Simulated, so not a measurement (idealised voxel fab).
Process module, titled voxel double patterning
We display cut, a cross-section 230 nm in width whose square cells are each 5 nm.
We lay out every cross-section as a grid of square cells and spell it out in bands from the top down, where one band means one or more rows of cells.
First you get the band's top height and its bottom height, in nm, and then the materials it's made of, left to right, with each width in nm. If you see a single material with "throughout", that one covers the band edge to edge. "empty" is empty space.
A quick word on heights: they are counted from 0, and under that level the wafer as it came to us is one material throughout. The lowest band is different from the rest in having no bottom; it simply continues downward, written as in "0..down".
Think of "30->40" as a width that walks from the first number to the second as you go down the band, top row to bottom row, taking equal-sized steps from row to row.
The cross-section has no changed cell in any step marked "remained unchanged".
The label "Enclosed void listing" introduces a list of the empty spaces, 8 cells or larger, that have no open way up to the top; each entry in it reads width x height at distance, where the distance is taken from the left edge and all three are stated in nm.
Anything after a step's settings on that line? It's the simulator's own note about the step.
If you see "overlay nm" on a step's line and that step has a mask, it's telling you how far right of where it was planned the mask ended up; a negative number means it went left instead.

INTENDED PROCESS STEPS
| 1 | RECEIVE (material Si) |
| 2 | CONFORMAL_DEP (material SiN; thk nm 5) |
| 3 | DIRECTIONAL_DEP (material SiO2; thk nm 15) |
| 4 | DIRECTIONAL_DEP (material SiCN; thk nm 10) |
| 5 | PATTERN (tone open; mask id FIRST; material resist; width nm 15; pitch nm 50; thk nm 15; overlay nm 0) |
| 6 | DIRECTIONAL_ETCH (etch materials SiCN; depth nm 10) |
| 7 | STRIP (etch materials resist) |
| 8 | PATTERN (tone open; mask id SECOND; material resist; width nm 15; pitch nm 50; thk nm 20; overlay nm 0) |
| 9 | DIRECTIONAL_ETCH (etch materials SiCN; depth nm 10) |
| 10 | STRIP (etch materials resist) |
| 11 | DIRECTIONAL_ETCH (etch materials SiO2; depth nm 15) |
| 12 | STRIP (etch materials SiCN) |

THE FIRST WAFER OF TWO, PROCESSED AS PLANNED

INCOMING WAFER, CROSS-SECTIONAL VIEW, POST STEP 1
* 0..down: Si throughout
* Enclosed void listing: none

TAKE A LOOK AT THE WAFER'S CROSS-SECTION AFTER STEP 2
* 5..0: SiN throughout
* Below 0, the layers are the same as they were.

TAKE A LOOK AT THE WAFER'S CROSS-SECTION AFTER STEP 3
* 20..5: SiO2 throughout
* Below 5, the layers are the same as they were.

TAKE A LOOK AT THE WAFER'S CROSS-SECTION AFTER STEP 4
* 30..20: SiCN throughout
* Below 20, the layers are the same as they were.

TAKE A LOOK AT THE WAFER'S CROSS-SECTION AFTER STEP 5
* 45..30: resist (55) / empty (15) / resist (35) / empty (15) / resist (35) / empty (15) / resist (60)
* Below 30, the layers are the same as they were.

TAKE A LOOK AT THE WAFER'S CROSS-SECTION AFTER STEP 6
* 45..30: resist (55) / empty (15) / resist (35) / empty (15) / resist (35) / empty (15) / resist (60)
* 30..20: SiCN (55) / empty (15) / SiCN (35) / empty (15) / SiCN (35) / empty (15) / SiCN (60)
* Below 20, the layers are the same as they were.

TAKE A LOOK AT THE WAFER'S CROSS-SECTION AFTER STEP 7
* 30..20: SiCN (55) / empty (15) / SiCN (35) / empty (15) / SiCN (35) / empty (15) / SiCN (60)
* Below 20, the layers are the same as they were.

TAKE A LOOK AT THE WAFER'S CROSS-SECTION AFTER STEP 8
* 50..30: resist (80) / empty (15) / resist (35) / empty (15) / resist (85)
* 30..20: SiCN (55) / resist (15) / SiCN (35) / resist (15) / SiCN (35) / resist (15) / SiCN (60)
* Below 20, the layers are the same as they were.

TAKE A LOOK AT THE WAFER'S CROSS-SECTION AFTER STEP 9
* 50..30: resist (80) / empty (15) / resist (35) / empty (15) / resist (85)
* 30..20: SiCN (55) / resist (15) / SiCN (10) / empty (15) / SiCN (10) / resist (15) / SiCN (10) / empty (15) / SiCN (10) / resist (15) / SiCN (60)
* Below 20, the layers are the same as they were.

TAKE A LOOK AT THE WAFER'S CROSS-SECTION AFTER STEP 10
* 30..20: SiCN (55) / empty (15) / SiCN (10) / empty (15) / SiCN (10) / empty (15) / SiCN (10) / empty (15) / SiCN (10) / empty (15) / SiCN (60)
* Below 20, the layers are the same as they were.

TAKE A LOOK AT THE WAFER'S CROSS-SECTION AFTER STEP 11
* 30..20: SiCN (55) / empty (15) / SiCN (10) / empty (15) / SiCN (10) / empty (15) / SiCN (10) / empty (15) / SiCN (10) / empty (15) / SiCN (60)
* 20..5: SiO2 (55) / empty (15) / SiO2 (10) / empty (15) / SiO2 (10) / empty (15) / SiO2 (10) / empty (15) / SiO2 (10) / empty (15) / SiO2 (60)
* Below 5, the layers are the same as they were.

TAKE A LOOK AT THE WAFER'S CROSS-SECTION AFTER STEP 12
* 20..5: SiO2 (55) / empty (15) / SiO2 (10) / empty (15) / SiO2 (10) / empty (15) / SiO2 (10) / empty (15) / SiO2 (10) / empty (15) / SiO2 (60)
* Below 5, the layers are the same as they were.

SECOND WAFER: SAME START AND SAME PLAN AS THE FIRST, ONE EXECUTION ERROR; IDENTICAL TO THE FIRST THROUGH STEP 2

SECOND WAFER, CROSS-SECTION, PLANNED END OF STEP 3
* 35..5: SiO2 throughout
* Below 5, the layers are the same as they were.

SECOND WAFER, CROSS-SECTION, PLANNED END OF STEP 4
* 45..35: SiCN throughout
* Below 35, the layers are the same as they were.

SECOND WAFER, CROSS-SECTION, PLANNED END OF STEP 5
* 60..45: resist (55) / empty (15) / resist (35) / empty (15) / resist (35) / empty (15) / resist (60)
* Below 45, the layers are the same as they were.

SECOND WAFER, CROSS-SECTION, PLANNED END OF STEP 6
* 60..45: resist (55) / empty (15) / resist (35) / empty (15) / resist (35) / empty (15) / resist (60)
* 45..35: SiCN (55) / empty (15) / SiCN (35) / empty (15) / SiCN (35) / empty (15) / SiCN (60)
* Below 35, the layers are the same as they were.

SECOND WAFER, CROSS-SECTION, PLANNED END OF STEP 7
* 45..35: SiCN (55) / empty (15) / SiCN (35) / empty (15) / SiCN (35) / empty (15) / SiCN (60)
* Below 35, the layers are the same as they were.

SECOND WAFER, CROSS-SECTION, PLANNED END OF STEP 8
* 65..45: resist (80) / empty (15) / resist (35) / empty (15) / resist (85)
* 45..35: SiCN (55) / resist (15) / SiCN (35) / resist (15) / SiCN (35) / resist (15) / SiCN (60)
* Below 35, the layers are the same as they were.

SECOND WAFER, CROSS-SECTION, PLANNED END OF STEP 9
* 65..45: resist (80) / empty (15) / resist (35) / empty (15) / resist (85)
* 45..35: SiCN (55) / resist (15) / SiCN (10) / empty (15) / SiCN (10) / resist (15) / SiCN (10) / empty (15) / SiCN (10) / resist (15) / SiCN (60)
* Below 35, the layers are the same as they were.

SECOND WAFER, CROSS-SECTION, PLANNED END OF STEP 10
* 45..35: SiCN (55) / empty (15) / SiCN (10) / empty (15) / SiCN (10) / empty (15) / SiCN (10) / empty (15) / SiCN (10) / empty (15) / SiCN (60)
* Below 35, the layers are the same as they were.

SECOND WAFER, CROSS-SECTION, PLANNED END OF STEP 11
* 45..35: SiCN (55) / empty (15) / SiCN (10) / empty (15) / SiCN (10) / empty (15) / SiCN (10) / empty (15) / SiCN (10) / empty (15) / SiCN (60)
* 35..20: SiO2 (55) / empty (15) / SiO2 (10) / empty (15) / SiO2 (10) / empty (15) / SiO2 (10) / empty (15) / SiO2 (10) / empty (15) / SiO2 (60)
* Below 20, the layers are the same as they were.

SECOND WAFER, CROSS-SECTION, PLANNED END OF STEP 12
* 35..20: SiO2 (55) / empty (15) / SiO2 (10) / empty (15) / SiO2 (10) / empty (15) / SiO2 (10) / empty (15) / SiO2 (10) / empty (15) / SiO2 (60)
* Below 20, the layers are the same as they were.
Deviation from plan: execution of plan step 3 occurred twice
Wrapping up, a cell-based count of both wafers puts the second over or under the first for these materials: SiO2: 138 more
